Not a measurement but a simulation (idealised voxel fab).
Process module name: voxel tone inversion
Cross-section cut spans 265 nm and uses square cells 5 nm in size.
Cross-section spec: square-cell grid; bands listed top down; each band is one or more rows. Per band: top height and bottom height in nm, followed by the left-to-right materials and their widths in nm; "throughout" marks a single material spanning edge to edge, "blank" marks empty space. Heights are measured from 0, the level below which the as-received wafer is all one material; the lowest band has no bottom and continues downward, written as in "0..down". The expression "30->40" gives the width at the extremes of the band, the first number at its top row of cells and the second at its bottom row, with the width changing by equal amounts from each row to the next in between. You'll sometimes find "everything unchanged" written for a step, and that's the way of saying that nowhere in the cross-section did a cell change during that step. "Catalogued sealed voids" contains a list of empty spaces, each no smaller than 8 cells and without an open way to the top, written in the form width x height at distance with the distance from the left edge and all three in nm. after a step's settings: what the simulator itself notes on the step. overlay nm: right-of-plan distance of the mask on a masked step; negative values mean left-of-plan.
Here's what the planned process steps look like:
1: RECEIVE [material Si]
2: CONFORMAL_DEP [material SiCN] [thk nm 5]
3: DIRECTIONAL_DEP [material aC] [thk nm 20]
4: PATTERN [tone cover] [mask id POSTS] [material resist] [width nm 15] [pitch nm 35] [thk nm 25] [overlay nm 0]
5: DIRECTIONAL_ETCH [etch materials aC] [depth nm 20]
6: STRIP [etch materials resist]
7: FILL_DEP [material SiO2] [thk nm 5]
8: CMP [height nm 25]
9: STRIP [etch materials aC]
As-received state of the wafer in cross-section, equivalent to post-step 1:
0..down = Si throughout
Catalogued sealed voids: none
Same starting wafer, same plan as above, one mistake in the execution; this is the cross-section at the end of the module:
25..5 = 100 of SiO2, 15 of blank, 20 of SiO2, 15 of blank, 115 of SiO2
5..0 = SiCN throughout
0..down = Si throughout
Catalogued sealed voids: none
What was the processing mistake? step 4, actual vs plan mismatch, actual run PATTERN [tone cover] [mask id POSTS] [material resist] [width nm 15] [pitch nm 35] [thk nm 25] [overlay nm -5]
